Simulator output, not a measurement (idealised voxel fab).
voxel capacitor over wiring: a process module
Xsec cut, 150 nm wide, square cell size 5 nm.
A cross-section in this document is a grid of square cells, and it is written down as bands, the top band listed before the ones below it; a band is made up of one or more rows of cells.
Quick guide to a band line: top height, bottom height (nm) up front; then every material left to right with its width in nm. Only one material and it's marked "edge to edge"? Then it fills the band edge to edge. And "air" just means empty space.
Heights are measured from 0, the level below which the as-received wafer is all one material; the lowest band has no bottom and continues downward, written as in "0..down".
Quick explanation for "30 to 40": the width changes in equal steps down the rows of cells, from the first number in the band's top row to the second number in its bottom row.
Step note "everything unchanged" = no cross-section cell changed.
In "closed voids" the enclosed voids are listed, meaning empty spaces of 8 cells or larger without any opening to the top. The form is width x height at distance, distance from the left edge, units nm.
On a step's line, text after the settings is the simulator commenting on that step.
If you see "overlay nm" on a step's line and that step has a mask, it's telling you how far right of where it was planned the mask ended up; a negative number means it went left instead.

Here's what the planned process steps look like:
1. RECEIVE (material Si)
2. CONFORMAL_DEP (material SiO2; thk nm 15)
3. CONFORMAL_DEP (material SiCN; thk nm 5)
4. DIRECTIONAL_DEP (material lowk; thk nm 20)
5. DIRECTIONAL_DEP (material aC; thk nm 15)
6. PATTERN (tone open; mask id METAL_1; material resist; width nm 20; pitch nm 90; thk nm 35; overlay nm 0)
7. DIRECTIONAL_ETCH (etch materials aC; depth nm 15)
8. STRIP (etch materials resist)
9. DIRECTIONAL_ETCH (etch materials lowk; depth nm 20)
10. DIRECTIONAL_ETCH (etch materials SiCN; depth nm 5)
11. STRIP (etch materials aC)
12. CONFORMAL_DEP (material TiN; thk nm 5)
13. FILL_DEP (material Cu; thk nm 10)
14. CMP (height nm 40)
15. CONFORMAL_DEP (material SiCN; thk nm 5)
16. DIRECTIONAL_DEP (material SiO2; thk nm 10)
17. DIRECTIONAL_DEP (material aC; thk nm 10)
18. PATTERN (tone open; mask id PLUG_1; material resist; width nm 15; thk nm 25; overlay nm 0)
19. DIRECTIONAL_ETCH (etch materials aC; depth nm 10)
20. STRIP (etch materials resist)
21. DIRECTIONAL_ETCH (etch materials SiO2; depth nm 10)
22. DIRECTIONAL_ETCH (etch materials SiCN; depth nm 5)
23. STRIP (etch materials aC)
24. EPI (material Ru; thk nm 10)
25. EPI (material Ru; thk nm 5)
26. DIRECTIONAL_DEP (material TiN; thk nm 10)
27. DIRECTIONAL_DEP (material SiN; thk nm 5)
28. DIRECTIONAL_DEP (material TiN; thk nm 10)
29. MASKED_ETCH (tone cover; mask id UPPER_PLATE; width nm 75; etch materials TiN; depth nm 10; overlay nm 0)
30. MASKED_ETCH (tone cover; mask id UPPER_PLATE; width nm 75; etch materials SiN; depth nm 5; overlay nm 0)
31. MASKED_ETCH (tone cover; mask id LOWER_PLATE; width nm 85; etch materials TiN; depth nm 10; overlay nm 0)
32. FILL_DEP (material SiO2; thk nm 15)
33. CMP (height nm 90)
34. MASKED_ETCH (tone open; mask id PLUG_2; width nm 15; etch materials SiO2; depth nm 10; overlay nm 0)
35. CONFORMAL_DEP (material TiN; thk nm 5)
36. FILL_DEP (material Cu; thk nm 10)
37. CMP (height nm 90)
38. CONFORMAL_DEP (material SiCN; thk nm 5)

The first wafer of two, processed as planned:

Received-state cross-section, reflecting completion of step 1:
* 0..down  Si edge to edge
* closed voids: none

Cross-section through the wafer, step 2 finished:
* 15..0  SiO2 edge to edge
* Everything below 0 is unchanged.

Cross-section through the wafer, step 3 finished:
* 20..15  SiCN edge to edge
* Everything below 15 is unchanged.

Cross-section through the wafer, step 4 finished:
* 40..20  lowk edge to edge
* Everything below 20 is unchanged.

Cross-section through the wafer, step 5 finished:
* 55..40  aC edge to edge
* Everything below 40 is unchanged.

Cross-section through the wafer, step 6 finished:
* 90..55  resist 20 nm, then air 20 nm, then resist 70 nm, then air 20 nm, then resist 20 nm
* Everything below 55 is unchanged.

Cross-section through the wafer, step 7 finished:
* 75..55  resist 20 nm, then air 20 nm, then resist 70 nm, then air 20 nm, then resist 20 nm
* 55..40  aC 20 nm, then air 20 nm, then aC 70 nm, then air 20 nm, then aC 20 nm
* Everything below 40 is unchanged.

Cross-section through the wafer, step 8 finished:
* 55..40  aC 20 nm, then air 20 nm, then aC 70 nm, then air 20 nm, then aC 20 nm
* Everything below 40 is unchanged.

Cross-section through the wafer, step 9 finished:
* 55..40  aC 20 nm, then air 20 nm, then aC 70 nm, then air 20 nm, then aC 20 nm
* 40..20  lowk 20 nm, then air 20 nm, then lowk 70 nm, then air 20 nm, then lowk 20 nm
* Everything below 20 is unchanged.

Cross-section through the wafer, step 10 finished:
* 55..40  aC 20 nm, then air 20 nm, then aC 70 nm, then air 20 nm, then aC 20 nm
* 40..20  lowk 20 nm, then air 20 nm, then lowk 70 nm, then air 20 nm, then lowk 20 nm
* 20..15  SiCN 20 nm, then air 20 nm, then SiCN 70 nm, then air 20 nm, then SiCN 20 nm
* Everything below 15 is unchanged.

Cross-section through the wafer, step 11 finished:
* 40..20  lowk 20 nm, then air 20 nm, then lowk 70 nm, then air 20 nm, then lowk 20 nm
* Everything below 20 is unchanged.

Cross-section through the wafer, step 12 finished:
* 45..40  TiN 25 nm, then air 10 nm, then TiN 80 nm, then air 10 nm, then TiN 25 nm
* 40..20  lowk 20 nm, then TiN 5 nm, then air 10 nm, then TiN 5 nm, then lowk 70 nm, then TiN 5 nm, then air 10 nm, then TiN 5 nm, then lowk 20 nm
* 20..15  SiCN 20 nm, then TiN 20 nm, then SiCN 70 nm, then TiN 20 nm, then SiCN 20 nm
* Everything below 15 is unchanged.

Cross-section through the wafer, step 13 finished:
* 55..45  Cu edge to edge
* 45..40  TiN 25 nm, then Cu 10 nm, then TiN 80 nm, then Cu 10 nm, then TiN 25 nm
* 40..20  lowk 20 nm, then TiN 5 nm, then Cu 10 nm, then TiN 5 nm, then lowk 70 nm, then TiN 5 nm, then Cu 10 nm, then TiN 5 nm, then lowk 20 nm
* Everything below 20 is unchanged.

Cross-section through the wafer, step 14 finished:
* 40..20  lowk 20 nm, then TiN 5 nm, then Cu 10 nm, then TiN 5 nm, then lowk 70 nm, then TiN 5 nm, then Cu 10 nm, then TiN 5 nm, then lowk 20 nm
* Everything below 20 is unchanged.

Cross-section through the wafer, step 15 finished:
* 45..40  SiCN edge to edge
* Everything below 40 is unchanged.

Cross-section through the wafer, step 16 finished:
* 55..45  SiO2 edge to edge
* Everything below 45 is unchanged.

Cross-section through the wafer, step 17 finished:
* 65..55  aC edge to edge
* Everything below 55 is unchanged.

Cross-section through the wafer, step 18 finished:
* 90..65  resist 25 nm, then air 15 nm, then resist 110 nm
* Everything below 65 is unchanged.

Cross-section through the wafer, step 19 finished:
* 80..65  resist 25 nm, then air 15 nm, then resist 110 nm
* 65..55  aC 25 nm, then air 15 nm, then aC 110 nm
* Everything below 55 is unchanged.

Cross-section through the wafer, step 20 finished:
* 65..55  aC 25 nm, then air 15 nm, then aC 110 nm
* Everything below 55 is unchanged.

Cross-section through the wafer, step 21 finished:
* 65..55  aC 25 nm, then air 15 nm, then aC 110 nm
* 55..45  SiO2 25 nm, then air 15 nm, then SiO2 110 nm
* Everything below 45 is unchanged.

Cross-section through the wafer, step 22 finished:
* 65..55  aC 25 nm, then air 15 nm, then aC 110 nm
* 55..45  SiO2 25 nm, then air 15 nm, then SiO2 110 nm
* 45..40  SiCN 25 nm, then air 15 nm, then SiCN 110 nm
* Everything below 40 is unchanged.

Cross-section through the wafer, step 23 finished:
* 55..45  SiO2 25 nm, then air 15 nm, then SiO2 110 nm
* Everything below 45 is unchanged.

Cross-section through the wafer, step 24 finished:
* 55..50  SiO2 25 nm, then air 15 nm, then SiO2 110 nm
* 50..45  SiO2 25 nm, then Ru 15 nm, then SiO2 110 nm
* 45..40  SiCN 25 nm, then Ru 15 nm, then SiCN 110 nm
* Everything below 40 is unchanged.

Cross-section through the wafer, step 25 finished:
* 55..45  SiO2 25 nm, then Ru 15 nm, then SiO2 110 nm
* Everything below 45 is unchanged.

Cross-section through the wafer, step 26 finished:
* 65..55  TiN edge to edge
* Everything below 55 is unchanged.

Cross-section through the wafer, step 27 finished:
* 70..65  SiN edge to edge
* Everything below 65 is unchanged.

Cross-section through the wafer, step 28 finished:
* 80..70  TiN edge to edge
* Everything below 70 is unchanged.

Cross-section through the wafer, step 29 finished:
* 80..70  air 25 nm, then TiN 75 nm, then air 50 nm
* Everything below 70 is unchanged.

Cross-section through the wafer, step 30 finished:
* 80..70  air 25 nm, then TiN 75 nm, then air 50 nm
* 70..65  air 25 nm, then SiN 75 nm, then air 50 nm
* Everything below 65 is unchanged.

Cross-section through the wafer, step 31 finished:
* 80..70  air 25 nm, then TiN 75 nm, then air 50 nm
* 70..65  air 25 nm, then SiN 75 nm, then air 50 nm
* 65..55  air 20 nm, then TiN 85 nm, then air 45 nm
* Everything below 55 is unchanged.

Cross-section through the wafer, step 32 finished:
* 95..80  SiO2 edge to edge
* 80..70  SiO2 25 nm, then TiN 75 nm, then SiO2 50 nm
* 70..65  SiO2 25 nm, then SiN 75 nm, then SiO2 50 nm
* 65..55  SiO2 20 nm, then TiN 85 nm, then SiO2 45 nm
* Everything below 55 is unchanged.

Cross-section through the wafer, step 33 finished:
* 90..80  SiO2 edge to edge
* Everything below 80 is unchanged.

Cross-section through the wafer, step 34 finished:
* 90..80  SiO2 35 nm, then air 15 nm, then SiO2 100 nm
* Everything below 80 is unchanged.

Cross-section through the wafer, step 35 finished:
* 95..90  TiN 40 nm, then air 5 nm, then TiN 105 nm
* 90..85  SiO2 35 nm, then TiN 5 nm, then air 5 nm, then TiN 5 nm, then SiO2 100 nm
* 85..80  SiO2 35 nm, then TiN 15 nm, then SiO2 100 nm
* Everything below 80 is unchanged.

Cross-section through the wafer, step 36 finished:
* 105..95  Cu edge to edge
* 95..90  TiN 40 nm, then Cu 5 nm, then TiN 105 nm
* 90..85  SiO2 35 nm, then TiN 5 nm, then Cu 5 nm, then TiN 5 nm, then SiO2 100 nm
* Everything below 85 is unchanged.

Cross-section through the wafer, step 37 finished:
* 90..85  SiO2 35 nm, then TiN 5 nm, then Cu 5 nm, then TiN 5 nm, then SiO2 100 nm
* Everything below 85 is unchanged.

Cross-section through the wafer, step 38 finished:
* 95..90  SiCN edge to edge
* Everything below 90 is unchanged.

Second wafer - shared start and plan with the first - one error in running - same as the first up to step 2 inclusive:

Second wafer, cut view, end of step 3 per plan:
* 35..15  lowk edge to edge
* Everything below 15 is unchanged.

Second wafer, cut view, end of step 4 per plan:
* 40..35  SiCN edge to edge
* Everything below 35 is unchanged.

Second wafer, cut view, end of step 5 per plan:
* 55..40  aC edge to edge
* Everything below 40 is unchanged.

Second wafer, cut view, end of step 6 per plan:
* 90..55  resist 20 nm, then air 20 nm, then resist 70 nm, then air 20 nm, then resist 20 nm
* Everything below 55 is unchanged.

Second wafer, cut view, end of step 7 per plan:
* 75..55  resist 20 nm, then air 20 nm, then resist 70 nm, then air 20 nm, then resist 20 nm
* 55..40  aC 20 nm, then air 20 nm, then aC 70 nm, then air 20 nm, then aC 20 nm
* Everything below 40 is unchanged.

Second wafer, cut view, end of step 8 per plan:
* 55..40  aC 20 nm, then air 20 nm, then aC 70 nm, then air 20 nm, then aC 20 nm
* Everything below 40 is unchanged.

Second wafer, cut view, end of step 9 per plan: everything unchanged

Second wafer, cut view, end of step 10 per plan:
* 55..40  aC 20 nm, then air 20 nm, then aC 70 nm, then air 20 nm, then aC 20 nm
* 40..35  SiCN 20 nm, then air 20 nm, then SiCN 70 nm, then air 20 nm, then SiCN 20 nm
* Everything below 35 is unchanged.

Second wafer, cut view, end of step 11 per plan:
* 40..35  SiCN 20 nm, then air 20 nm, then SiCN 70 nm, then air 20 nm, then SiCN 20 nm
* Everything below 35 is unchanged.

Second wafer, cut view, end of step 12 per plan:
* 45..40  TiN 25 nm, then air 10 nm, then TiN 80 nm, then air 10 nm, then TiN 25 nm
* 40..35  SiCN 20 nm, then TiN 20 nm, then SiCN 70 nm, then TiN 20 nm, then SiCN 20 nm
* Everything below 35 is unchanged.

Second wafer, cut view, end of step 13 per plan:
* 55..45  Cu edge to edge
* 45..40  TiN 25 nm, then Cu 10 nm, then TiN 80 nm, then Cu 10 nm, then TiN 25 nm
* Everything below 40 is unchanged.

Second wafer, cut view, end of step 14 per plan:
* 40..35  SiCN 20 nm, then TiN 20 nm, then SiCN 70 nm, then TiN 20 nm, then SiCN 20 nm
* Everything below 35 is unchanged.

Second wafer, cut view, end of step 15 per plan:
* 45..40  SiCN edge to edge
* Everything below 40 is unchanged.

Second wafer, cut view, end of step 16 per plan:
* 55..45  SiO2 edge to edge
* Everything below 45 is unchanged.

Second wafer, cut view, end of step 17 per plan:
* 65..55  aC edge to edge
* Everything below 55 is unchanged.

Second wafer, cut view, end of step 18 per plan:
* 90..65  resist 25 nm, then air 15 nm, then resist 110 nm
* Everything below 65 is unchanged.

Second wafer, cut view, end of step 19 per plan:
* 80..65  resist 25 nm, then air 15 nm, then resist 110 nm
* 65..55  aC 25 nm, then air 15 nm, then aC 110 nm
* Everything below 55 is unchanged.

Second wafer, cut view, end of step 20 per plan:
* 65..55  aC 25 nm, then air 15 nm, then aC 110 nm
* Everything below 55 is unchanged.

Second wafer, cut view, end of step 21 per plan:
* 65..55  aC 25 nm, then air 15 nm, then aC 110 nm
* 55..45  SiO2 25 nm, then air 15 nm, then SiO2 110 nm
* Everything below 45 is unchanged.

Second wafer, cut view, end of step 22 per plan:
* 65..55  aC 25 nm, then air 15 nm, then aC 110 nm
* 55..45  SiO2 25 nm, then air 15 nm, then SiO2 110 nm
* 45..40  SiCN 25 nm, then air 15 nm, then SiCN 110 nm
* Everything below 40 is unchanged.

Second wafer, cut view, end of step 23 per plan:
* 55..45  SiO2 25 nm, then air 15 nm, then SiO2 110 nm
* Everything below 45 is unchanged.

Second wafer, cut view, end of step 24 per plan:
* 55..50  SiO2 25 nm, then air 15 nm, then SiO2 110 nm
* 50..45  SiO2 25 nm, then Ru 15 nm, then SiO2 110 nm
* 45..40  SiCN 25 nm, then Ru 15 nm, then SiCN 110 nm
* Everything below 40 is unchanged.

Second wafer, cut view, end of step 25 per plan:
* 55..45  SiO2 25 nm, then Ru 15 nm, then SiO2 110 nm
* Everything below 45 is unchanged.

Second wafer, cut view, end of step 26 per plan:
* 65..55  TiN edge to edge
* Everything below 55 is unchanged.

Second wafer, cut view, end of step 27 per plan:
* 70..65  SiN edge to edge
* Everything below 65 is unchanged.

Second wafer, cut view, end of step 28 per plan:
* 80..70  TiN edge to edge
* Everything below 70 is unchanged.

Second wafer, cut view, end of step 29 per plan:
* 80..70  air 25 nm, then TiN 75 nm, then air 50 nm
* Everything below 70 is unchanged.

Second wafer, cut view, end of step 30 per plan:
* 80..70  air 25 nm, then TiN 75 nm, then air 50 nm
* 70..65  air 25 nm, then SiN 75 nm, then air 50 nm
* Everything below 65 is unchanged.

Second wafer, cut view, end of step 31 per plan:
* 80..70  air 25 nm, then TiN 75 nm, then air 50 nm
* 70..65  air 25 nm, then SiN 75 nm, then air 50 nm
* 65..55  air 20 nm, then TiN 85 nm, then air 45 nm
* Everything below 55 is unchanged.

Second wafer, cut view, end of step 32 per plan:
* 95..80  SiO2 edge to edge
* 80..70  SiO2 25 nm, then TiN 75 nm, then SiO2 50 nm
* 70..65  SiO2 25 nm, then SiN 75 nm, then SiO2 50 nm
* 65..55  SiO2 20 nm, then TiN 85 nm, then SiO2 45 nm
* Everything below 55 is unchanged.

Second wafer, cut view, end of step 33 per plan:
* 90..80  SiO2 edge to edge
* Everything below 80 is unchanged.

Second wafer, cut view, end of step 34 per plan:
* 90..80  SiO2 35 nm, then air 15 nm, then SiO2 100 nm
* Everything below 80 is unchanged.

Second wafer, cut view, end of step 35 per plan:
* 95..90  TiN 40 nm, then air 5 nm, then TiN 105 nm
* 90..85  SiO2 35 nm, then TiN 5 nm, then air 5 nm, then TiN 5 nm, then SiO2 100 nm
* 85..80  SiO2 35 nm, then TiN 15 nm, then SiO2 100 nm
* Everything below 80 is unchanged.

Second wafer, cut view, end of step 36 per plan:
* 105..95  Cu edge to edge
* 95..90  TiN 40 nm, then Cu 5 nm, then TiN 105 nm
* 90..85  SiO2 35 nm, then TiN 5 nm, then Cu 5 nm, then TiN 5 nm, then SiO2 100 nm
* Everything below 85 is unchanged.

Second wafer, cut view, end of step 37 per plan:
* 90..85  SiO2 35 nm, then TiN 5 nm, then Cu 5 nm, then TiN 5 nm, then SiO2 100 nm
* Everything below 85 is unchanged.

Second wafer, cut view, end of step 38 per plan:
* 95..90  SiCN edge to edge
* Everything below 90 is unchanged.
Run error: it was found that steps 3 and 4 of the process plan had been performed in exchanged positions
The closing comparison, in cells, has the second wafer with more or fewer of some materials than the first: -16 Cu, -16 TiN, +32 lowk
